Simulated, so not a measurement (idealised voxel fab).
Process module name: voxel capacitor over wiring
190 nm wide, 5 nm square cells: that's cross-section cut.
Cross-section, as written here: a square-cell grid given band by band from the top down, where a band holds one or more rows of cells. Quick guide to a band line: top height, bottom height (nm) up front; then every material left to right with its width in nm. Only one material and it's marked "all across"? Then it fills the band edge to edge. And "air" just means empty space. The reference from which all heights are counted is 0, the level beneath which the as-received wafer is entirely one material; the lowest band, having no lower bound, proceeds downward and is written after the example "0..down". Note: "30 to 40" means the width goes from the first number (top row of the band) to the second number (bottom row) in equal steps per row of cells. "all unchanged" for a step: no cell of the cross-section changed in that step. The entry "Trapped void list" lists the empty spaces that cover at least 8 cells and have no open path to the top. Each is written as width x height at distance, where the distance is measured from the left edge and all three values are in nm. Where a step's line continues beyond its settings, the continuation is a remark by the simulator itself on that step. "overlay nm" answers the question of how far to the right of plan the mask lay on a step that has a mask, and when it is negative the answer is to the left.
## The planned process steps are enumerated hereunder
step 1: RECEIVE with material Si
step 2: CONFORMAL_DEP with material SiO2, thk nm 15
step 3: DIRECTIONAL_DEP with material TiN, thk nm 5
step 4: DIRECTIONAL_DEP with material Ru, thk nm 20
step 5: PATTERN with tone cover, mask id METAL_1, material resist, width nm 25, pitch nm 95, thk nm 20, overlay nm 0
step 6: DIRECTIONAL_ETCH with etch materials Ru, depth nm 20
step 7: DIRECTIONAL_ETCH with etch materials TiN, depth nm 5
step 8: STRIP with etch materials resist
step 9: CONFORMAL_DEP with material SiN, thk nm 5
step 10: FILL_DEP with material SiO2, thk nm 5
step 11: CMP with height nm 40
step 12: CONFORMAL_DEP with material SiCN, thk nm 5
step 13: DIRECTIONAL_DEP with material SiO2, thk nm 15
step 14: DIRECTIONAL_DEP with material aC, thk nm 15
step 15: PATTERN with tone open, mask id PLUG_1, material resist, width nm 15, thk nm 30, overlay nm 0
step 16: DIRECTIONAL_ETCH with etch materials aC, depth nm 15
step 17: STRIP with etch materials resist
step 18: DIRECTIONAL_ETCH with etch materials SiO2, depth nm 15
step 19: DIRECTIONAL_ETCH with etch materials SiCN, depth nm 5
step 20: STRIP with etch materials aC
step 21: CONFORMAL_DEP with material TiN, thk nm 5
step 22: FILL_DEP with material W, thk nm 5
step 23: CMP with height nm 60
step 24: DIRECTIONAL_DEP with material TiN, thk nm 10
step 25: DIRECTIONAL_DEP with material HfO2, thk nm 5
step 26: DIRECTIONAL_DEP with material TiN, thk nm 10
step 27: PATTERN with tone cover, mask id UPPER_PLATE, material resist, width nm 75, thk nm 15, overlay nm 0
step 28: DIRECTIONAL_ETCH with etch materials TiN, depth nm 10
step 29: DIRECTIONAL_ETCH with etch materials HfO2, depth nm 5
step 30: STRIP with etch materials resist
step 31: PATTERN with tone cover, mask id LOWER_PLATE, material resist, width nm 85, thk nm 15, overlay nm 0
step 32: DIRECTIONAL_ETCH with etch materials TiN, depth nm 10
step 33: STRIP with etch materials resist
step 34: FILL_DEP with material SiO2, thk nm 20
step 35: CMP with height nm 100
step 36: DIRECTIONAL_DEP with material aC, thk nm 15
step 37: PATTERN with tone open, mask id PLUG_2, material resist, width nm 15, thk nm 30, overlay nm 0
step 38: DIRECTIONAL_ETCH with etch materials aC, depth nm 15
step 39: STRIP with etch materials resist
step 40: DIRECTIONAL_ETCH with etch materials SiO2, depth nm 15
step 41: STRIP with etch materials aC
step 42: CONFORMAL_DEP with material TiN, thk nm 5
step 43: FILL_DEP with material Cu, thk nm 10
step 44: CMP with height nm 100
step 45: CONFORMAL_DEP with material SiCN, thk nm 5
## The following pertains to the first of two wafers, which was processed as planned
## So this is the incoming wafer in cross-section - it's already been through step 1
    0..down | Si all across
    Trapped void list: none
## Cross-section of the wafer subsequent to step 2
    15..0 | SiO2 all across
    Everything under 0 stays put, no change at all.
## Cross-section of the wafer subsequent to step 3
    20..15 | TiN all across
    Everything under 15 stays put, no change at all.
## Cross-section of the wafer subsequent to step 4
    40..20 | Ru all across
    Everything under 20 stays put, no change at all.
## Cross-section of the wafer subsequent to step 5
    60..40 | 35 nm air / 25 nm resist / 70 nm air / 25 nm resist / 35 nm air
    Everything under 40 stays put, no change at all.
## Cross-section of the wafer subsequent to step 6
    60..40 | 35 nm air / 25 nm resist / 70 nm air / 25 nm resist / 35 nm air
    40..20 | 35 nm air / 25 nm Ru / 70 nm air / 25 nm Ru / 35 nm air
    Everything under 20 stays put, no change at all.
## Cross-section of the wafer subsequent to step 7
    60..40 | 35 nm air / 25 nm resist / 70 nm air / 25 nm resist / 35 nm air
    40..20 | 35 nm air / 25 nm Ru / 70 nm air / 25 nm Ru / 35 nm air
    20..15 | 35 nm air / 25 nm TiN / 70 nm air / 25 nm TiN / 35 nm air
    Everything under 15 stays put, no change at all.
## Cross-section of the wafer subsequent to step 8
    40..20 | 35 nm air / 25 nm Ru / 70 nm air / 25 nm Ru / 35 nm air
    Everything under 20 stays put, no change at all.
## Cross-section of the wafer subsequent to step 9
    45..40 | 30 nm air / 35 nm SiN / 60 nm air / 35 nm SiN / 30 nm air
    40..20 | 30 nm air / 5 nm SiN / 25 nm Ru / 5 nm SiN / 60 nm air / 5 nm SiN / 25 nm Ru / 5 nm SiN / 30 nm air
    20..15 | 35 nm SiN / 25 nm TiN / 70 nm SiN / 25 nm TiN / 35 nm SiN
    Everything under 15 stays put, no change at all.
## Cross-section of the wafer subsequent to step 10
    50..45 | SiO2 all across
    45..40 | 30 nm SiO2 / 35 nm SiN / 60 nm SiO2 / 35 nm SiN / 30 nm SiO2
    40..20 | 30 nm SiO2 / 5 nm SiN / 25 nm Ru / 5 nm SiN / 60 nm SiO2 / 5 nm SiN / 25 nm Ru / 5 nm SiN / 30 nm SiO2
    Everything under 20 stays put, no change at all.
## Cross-section of the wafer subsequent to step 11
    40..20 | 30 nm SiO2 / 5 nm SiN / 25 nm Ru / 5 nm SiN / 60 nm SiO2 / 5 nm SiN / 25 nm Ru / 5 nm SiN / 30 nm SiO2
    Everything under 20 stays put, no change at all.
## Cross-section of the wafer subsequent to step 12
    45..40 | SiCN all across
    Everything under 40 stays put, no change at all.
## Cross-section of the wafer subsequent to step 13
    60..45 | SiO2 all across
    Everything under 45 stays put, no change at all.
## Cross-section of the wafer subsequent to step 14
    75..60 | aC all across
    Everything under 60 stays put, no change at all.
## Cross-section of the wafer subsequent to step 15
    105..75 | 45 nm resist / 15 nm air / 130 nm resist
    Everything under 75 stays put, no change at all.
## Cross-section of the wafer subsequent to step 16
    90..75 | 45 nm resist / 15 nm air / 130 nm resist
    75..60 | 45 nm aC / 15 nm air / 130 nm aC
    Everything under 60 stays put, no change at all.
## Cross-section of the wafer subsequent to step 17
    75..60 | 45 nm aC / 15 nm air / 130 nm aC
    Everything under 60 stays put, no change at all.
## Cross-section of the wafer subsequent to step 18
    75..60 | 45 nm aC / 15 nm air / 130 nm aC
    60..45 | 45 nm SiO2 / 15 nm air / 130 nm SiO2
    Everything under 45 stays put, no change at all.
## Cross-section of the wafer subsequent to step 19
    75..60 | 45 nm aC / 15 nm air / 130 nm aC
    60..45 | 45 nm SiO2 / 15 nm air / 130 nm SiO2
    45..40 | 45 nm SiCN / 15 nm air / 130 nm SiCN
    Everything under 40 stays put, no change at all.
## Cross-section of the wafer subsequent to step 20
    60..45 | 45 nm SiO2 / 15 nm air / 130 nm SiO2
    Everything under 45 stays put, no change at all.
## Cross-section of the wafer subsequent to step 21
    65..60 | 50 nm TiN / 5 nm air / 135 nm TiN
    60..45 | 45 nm SiO2 / 5 nm TiN / 5 nm air / 5 nm TiN / 130 nm SiO2
    45..40 | 45 nm SiCN / 15 nm TiN / 130 nm SiCN
    Everything under 40 stays put, no change at all.
## Cross-section of the wafer subsequent to step 22
    70..65 | W all across
    65..60 | 50 nm TiN / 5 nm W / 135 nm TiN
    60..45 | 45 nm SiO2 / 5 nm TiN / 5 nm W / 5 nm TiN / 130 nm SiO2
    Everything under 45 stays put, no change at all.
## Cross-section of the wafer subsequent to step 23
    60..45 | 45 nm SiO2 / 5 nm TiN / 5 nm W / 5 nm TiN / 130 nm SiO2
    Everything under 45 stays put, no change at all.
## Cross-section of the wafer subsequent to step 24
    70..60 | TiN all across
    Everything under 60 stays put, no change at all.
## Cross-section of the wafer subsequent to step 25
    75..70 | HfO2 all across
    Everything under 70 stays put, no change at all.
## Cross-section of the wafer subsequent to step 26
    85..75 | TiN all across
    Everything under 75 stays put, no change at all.
## Cross-section of the wafer subsequent to step 27
    100..85 | 45 nm air / 75 nm resist / 70 nm air
    Everything under 85 stays put, no change at all.
## Cross-section of the wafer subsequent to step 28
    100..85 | 45 nm air / 75 nm resist / 70 nm air
    85..75 | 45 nm air / 75 nm TiN / 70 nm air
    Everything under 75 stays put, no change at all.
## Cross-section of the wafer subsequent to step 29
    100..85 | 45 nm air / 75 nm resist / 70 nm air
    85..75 | 45 nm air / 75 nm TiN / 70 nm air
    75..70 | 45 nm air / 75 nm HfO2 / 70 nm air
    Everything under 70 stays put, no change at all.
## Cross-section of the wafer subsequent to step 30
    85..75 | 45 nm air / 75 nm TiN / 70 nm air
    Everything under 75 stays put, no change at all.
## Cross-section of the wafer subsequent to step 31
    100..85 | 40 nm air / 85 nm resist / 65 nm air
    85..75 | 40 nm air / 5 nm resist / 75 nm TiN / 5 nm resist / 65 nm air
    75..70 | 40 nm air / 5 nm resist / 75 nm HfO2 / 5 nm resist / 65 nm air
    Everything under 70 stays put, no change at all.
## Cross-section of the wafer subsequent to step 32
    100..85 | 40 nm air / 85 nm resist / 65 nm air
    85..75 | 40 nm air / 5 nm resist / 75 nm TiN / 5 nm resist / 65 nm air
    75..70 | 40 nm air / 5 nm resist / 75 nm HfO2 / 5 nm resist / 65 nm air
    70..60 | 40 nm air / 85 nm TiN / 65 nm air
    Everything under 60 stays put, no change at all.
## Cross-section of the wafer subsequent to step 33
    85..75 | 45 nm air / 75 nm TiN / 70 nm air
    75..70 | 45 nm air / 75 nm HfO2 / 70 nm air
    Everything under 70 stays put, no change at all.
## Cross-section of the wafer subsequent to step 34
    105..85 | SiO2 all across
    85..75 | 45 nm SiO2 / 75 nm TiN / 70 nm SiO2
    75..70 | 45 nm SiO2 / 75 nm HfO2 / 70 nm SiO2
    70..60 | 40 nm SiO2 / 85 nm TiN / 65 nm SiO2
    Everything under 60 stays put, no change at all.
## Cross-section of the wafer subsequent to step 35
    100..85 | SiO2 all across
    Everything under 85 stays put, no change at all.
## Cross-section of the wafer subsequent to step 36
    115..100 | aC all across
    Everything under 100 stays put, no change at all.
## Cross-section of the wafer subsequent to step 37
    145..115 | 55 nm resist / 15 nm air / 120 nm resist
    Everything under 115 stays put, no change at all.
## Cross-section of the wafer subsequent to step 38
    130..115 | 55 nm resist / 15 nm air / 120 nm resist
    115..100 | 55 nm aC / 15 nm air / 120 nm aC
    Everything under 100 stays put, no change at all.
## Cross-section of the wafer subsequent to step 39
    115..100 | 55 nm aC / 15 nm air / 120 nm aC
    Everything under 100 stays put, no change at all.
## Cross-section of the wafer subsequent to step 40
    115..100 | 55 nm aC / 15 nm air / 120 nm aC
    100..85 | 55 nm SiO2 / 15 nm air / 120 nm SiO2
    Everything under 85 stays put, no change at all.
## Cross-section of the wafer subsequent to step 41
    100..85 | 55 nm SiO2 / 15 nm air / 120 nm SiO2
    Everything under 85 stays put, no change at all.
## Cross-section of the wafer subsequent to step 42
    105..100 | 60 nm TiN / 5 nm air / 125 nm TiN
    100..90 | 55 nm SiO2 / 5 nm TiN / 5 nm air / 5 nm TiN / 120 nm SiO2
    90..85 | 55 nm SiO2 / 15 nm TiN / 120 nm SiO2
    Everything under 85 stays put, no change at all.
## Cross-section of the wafer subsequent to step 43
    115..105 | Cu all across
    105..100 | 60 nm TiN / 5 nm Cu / 125 nm TiN
    100..90 | 55 nm SiO2 / 5 nm TiN / 5 nm Cu / 5 nm TiN / 120 nm SiO2
    Everything under 90 stays put, no change at all.
## Cross-section of the wafer subsequent to step 44
    100..90 | 55 nm SiO2 / 5 nm TiN / 5 nm Cu / 5 nm TiN / 120 nm SiO2
    Everything under 90 stays put, no change at all.
## Cross-section of the wafer subsequent to step 45
    105..100 | SiCN all across
    Everything under 100 stays put, no change at all.
## The second wafer was prepared from the same starting point and under the same plan as the first; its processing contained one mistake, and it remains indistinguishable from the first wafer up to and including step 36
## Second wafer shown in cross-section at the time step 37 was slated to end
    145..115 | 55 nm air / 15 nm resist / 120 nm air
    Everything under 115 stays put, no change at all.
## Second wafer shown in cross-section at the time step 38 was slated to end
    130..115 | 55 nm air / 15 nm resist / 120 nm air
    115..100 | 55 nm air / 15 nm aC / 120 nm air
    Everything under 100 stays put, no change at all.
## Second wafer shown in cross-section at the time step 39 was slated to end
    115..100 | 55 nm air / 15 nm aC / 120 nm air
    Everything under 100 stays put, no change at all.
## Second wafer shown in cross-section at the time step 40 was slated to end
    115..100 | 55 nm air / 15 nm aC / 120 nm air
    100..85 | 55 nm air / 15 nm SiO2 / 120 nm air
    Everything under 85 stays put, no change at all.
## Second wafer shown in cross-section at the time step 41 was slated to end
    100..85 | 55 nm air / 15 nm SiO2 / 120 nm air
    Everything under 85 stays put, no change at all.
## Second wafer shown in cross-section at the time step 42 was slated to end
    105..100 | 50 nm air / 25 nm TiN / 115 nm air
    100..90 | 50 nm air / 5 nm TiN / 15 nm SiO2 / 5 nm TiN / 115 nm air
    90..85 | 55 nm TiN / 15 nm SiO2 / 120 nm TiN
    Everything under 85 stays put, no change at all.
## Second wafer shown in cross-section at the time step 43 was slated to end
    115..105 | Cu all across
    105..100 | 50 nm Cu / 25 nm TiN / 115 nm Cu
    100..90 | 50 nm Cu / 5 nm TiN / 15 nm SiO2 / 5 nm TiN / 115 nm Cu
    Everything under 90 stays put, no change at all.
## Second wafer shown in cross-section at the time step 44 was slated to end
    100..90 | 50 nm Cu / 5 nm TiN / 15 nm SiO2 / 5 nm TiN / 115 nm Cu
    Everything under 90 stays put, no change at all.
## Second wafer shown in cross-section at the time step 45 was slated to end
    105..100 | SiCN all across
    Everything under 100 stays put, no change at all.
Short version of what went wrong: step 37 ran differently from the plan; actual operation with settings: PATTERN with tone cover, mask id PLUG_2, material resist, width nm 15, thk nm 30, overlay nm 0
Per the end-of-run cell counts, the second wafer holds more or fewer of some materials than the first: 64 more of Cu, 96 fewer of SiO2, 32 more of TiN
